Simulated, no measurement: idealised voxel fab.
process module | voxel self aligned contacts
cross-section cut | 235 nm wide | cells 5 nm
A cross-section is a grid of square cells, given in bands from the top down. A band is one or more rows of cells.
Each band's line starts with the height of the band's top and of its bottom, in nm. Then come its materials from left to right, each with its width in nm. One material with "throughout" fills the band from edge to edge. "air" is empty space.
Height 0 is the level under which the wafer as received is all one material. The lowest band goes on downwards, as in "0 down".
A width such as "30 to 40" changes by the same amount from each row of cells to the next, from the band's top row to its bottom row.
"no change" after a step means that no cell of the cross-section changed.
closed voids: empty space of 8 cells or more with no open way to the top, each as width x height at its distance from the left edge, in nm
after a step's settings: what the simulator itself notes on the step
overlay nm, on a step with a mask: how far to the right of its planned place the mask lay; to the left if negative
plan
1 op RECEIVE | material Si
2 op OXIDIZE | depth nm 5
3 op DIRECTIONAL_DEP | material polySi | thk nm 25
4 op DIRECTIONAL_DEP | material SiN | thk nm 15
5 op MASKED_ETCH | tone cover | mask id GATE | width nm 25 | pitch nm 50 | etch materials SiN | depth nm 15 | overlay nm 0
6 op MASKED_ETCH | tone cover | mask id GATE | width nm 25 | pitch nm 50 | etch materials polySi | depth nm 25 | overlay nm 0
7 op CONFORMAL_DEP | material SiN | thk nm 5
8 op DIRECTIONAL_ETCH | etch materials SiN | depth nm 5
9 op FILL_DEP | material SiO2 | thk nm 20
10 op CMP | height nm 50
11 op PATTERN | tone open | mask id CONTACT | material resist | width nm 35 | thk nm 15 | overlay nm 0
12 op DIRECTIONAL_ETCH | etch materials SiO2 | depth nm 55
13 op STRIP | etch materials resist
14 op CONFORMAL_DEP | material TiN | thk nm 5
15 op FILL_DEP | material W | thk nm 5
16 op CMP | height nm 50
17 op CONFORMAL_DEP | material SiCN | thk nm 5
as received, after step 1
  0 down: Si throughout
  closed voids: none
first wafer at the end, as planned
  55 to 50: SiCN throughout
  50 to 40: SiO2 100 | TiN 5 to 15 | W 25 to 5 | TiN 5 to 15 | SiO2 100
  40 to 25: SiO2 75 | SiN 35 | TiN 5 | W 5 | TiN 5 | SiN 35 | SiO2 75
  25 to 0: SiO2 75 | SiN 5 | polySi 25 | SiN 5 | TiN 5 | W 5 | TiN 5 | SiN 5 | polySi 25 | SiN 5 | SiO2 75
  0 to -5: SiO2 110 | TiN 15 | SiO2 110
  -5 down: Si throughout
  closed voids: none
second wafer at the end: like start, like plan, one mistake
  55 to 50: SiCN throughout
  50 to 40: SiO2 100 | TiN 5 to 15 | W 25 to 5 | TiN 5 to 15 | SiO2 100
  40 to 30: SiO2 75 | SiN 35 | TiN 5 | W 5 | TiN 5 | SiN 35 | SiO2 75
  30 to 25: SiO2 75 | SiN 35 | TiN 15 | SiN 35 | SiO2 75
  25 to 0: SiO2 65 | SiN 5 | polySi 35 | SiN 5 | TiN 5 | SiN 5 | polySi 35 | SiN 5 | SiO2 75
  0 to -5: SiO2 110 | TiN 5 | SiO2 120
  -5 down: Si throughout
  closed voids: none
what went wrong: step 6 ran as: op MASKED_ETCH | tone cover | mask id GATE | width nm 25 | pitch nm 50 | etch materials polySi | depth nm 25 | overlay nm -10
at the end the second wafer has, in cells: 8 fewer of SiO2 | 6 fewer of TiN | 6 fewer of W | 20 more of polySi
